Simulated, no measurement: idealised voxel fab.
The process module that follows is named voxel wiring stack.
Displayed cross-section: cut, width of 275 nm, square cells sized 5 nm.
Format of a cross-section: grid, square cells. Given as bands. Order: top down. Band: one or more rows of cells.
Top, bottom (nm), then materials left to right with widths (nm); lone material tagged "throughout" fills the whole band edge to edge; "empty" = empty space.
The level at which height equals 0 is the one under which the wafer, as it arrives, is entirely one material. No lower edge exists for the bottom band, which continues downward and is notated as in "0 and below".
With a width like "30->40", each row of cells in the band differs from the next by the same amount, the top row carrying the first number and the bottom row the second.
Any step labelled "nothing got changed" changed none of the cells in the cross-section.
The list in "closed voids" covers empty spaces of 8 cells or more that cannot reach the top through any open way, and it gives each as width x height at distance; the distance is from the left edge, and width, height and distance are in nm.
On a step's line, text after the settings is the simulator commenting on that step.
A step's line can hold "overlay nm"; with a mask on that step, the setting says how far right of the planned place the mask lay, while a negative setting says it lay to the left.

The planned process steps are enumerated hereunder
- 1: RECEIVE,material Si
- 2: CONFORMAL_DEP,material SiO2,thk nm 15
- 3: CONFORMAL_DEP,material SiCN,thk nm 5
- 4: DIRECTIONAL_DEP,material lowk,thk nm 20
- 5: MASKED_ETCH,tone open,mask id METAL_1,width nm 30,pitch nm 55,etch materials lowk,depth nm 20,overlay nm 0
- 6: MASKED_ETCH,tone open,mask id METAL_1,width nm 30,pitch nm 55,etch materials SiCN,depth nm 5,overlay nm 0
- 7: CONFORMAL_DEP,material TiN,thk nm 5
- 8: FILL_DEP,material Ru,thk nm 5
- 9: CMP,height nm 40
- 10: CONFORMAL_DEP,material SiCN,thk nm 5
- 11: DIRECTIONAL_DEP,material lowk,thk nm 25
- 12: DIRECTIONAL_DEP,material aC,thk nm 10
- 13: PATTERN,tone open,mask id METAL_2,material resist,width nm 30,pitch nm 55,thk nm 25,overlay nm 0
- 14: DIRECTIONAL_ETCH,etch materials aC,depth nm 10
- 15: STRIP,etch materials resist
- 16: DIRECTIONAL_ETCH,etch materials lowk,depth nm 15
- 17: STRIP,etch materials aC
- 18: DIRECTIONAL_DEP,material aC,thk nm 15
- 19: PATTERN,tone open,mask id METAL_2_HOLES,material resist,width nm 15,pitch nm 55,thk nm 30,overlay nm 0
- 20: DIRECTIONAL_ETCH,etch materials aC,depth nm 15
- 21: STRIP,etch materials resist
- 22: DIRECTIONAL_ETCH,etch materials lowk,depth nm 10
- 23: DIRECTIONAL_ETCH,etch materials SiCN,depth nm 5
- 24: STRIP,etch materials aC
- 25: CONFORMAL_DEP,material TiN,thk nm 5
- 26: FILL_DEP,material Cu,thk nm 10
- 27: CMP,height nm 70
- 28: CONFORMAL_DEP,material SiCN,thk nm 5

As-received state of the wafer in cross-section, equivalent to post-step 1
* 0 and below | Si throughout
* closed voids: none

Figure: cross-sectional view of the wafer upon completion of the module, processed from the initial state and according to the plan depicted above, with one error introduced during execution
* 75 down to 70 | SiCN throughout
* 70 down to 60 | 40 of lowk | 5 of TiN | 20 of Cu | 5 of TiN | 25 of lowk | 5 of TiN | 20 of Cu | 5 of TiN | 25 of lowk | 5 of TiN | 20 of Cu | 5 of TiN | 25 of lowk | 5 of TiN | 20 of Cu | 5 of TiN | 40 of lowk
* 60 down to 55 | 40 of lowk | 5 of TiN | 5 of Cu | 20 of TiN | 25 of lowk | 5 of TiN | 5 of Cu | 20 of TiN | 25 of lowk | 5 of TiN | 5 of Cu | 20 of TiN | 25 of lowk | 5 of TiN | 5 of Cu | 20 of TiN | 40 of lowk
* 55 down to 45 | 40 of lowk | 5 of TiN | 5 of Cu | 5 of TiN | 40 of lowk | 5 of TiN | 5 of Cu | 5 of TiN | 40 of lowk | 5 of TiN | 5 of Cu | 5 of TiN | 40 of lowk | 5 of TiN | 5 of Cu | 5 of TiN | 55 of lowk
* 45 down to 40 | 40 of SiCN | 15 of TiN | 40 of SiCN | 15 of TiN | 40 of SiCN | 15 of TiN | 40 of SiCN | 15 of TiN | 55 of SiCN
* 40 down to 35 | 40 of lowk | 5 of TiN | 20 of Ru | 5 of TiN | 25 of lowk | 5 of TiN | 20 of Ru | 5 of TiN | 25 of lowk | 5 of TiN | 20 of Ru | 5 of TiN | 25 of lowk | 5 of TiN | 20 of Ru | 5 of TiN | 40 of lowk
* 35 down to 30 | 40 of SiCN | 30 of TiN | 25 of SiCN | 30 of TiN | 25 of SiCN | 30 of TiN | 25 of SiCN | 30 of TiN | 40 of SiCN
* 30 down to 0 | SiO2 throughout
* 0 and below | Si throughout
* closed voids: none
Against the plan, the run slipped here: twice over, step 2 of the plan was run
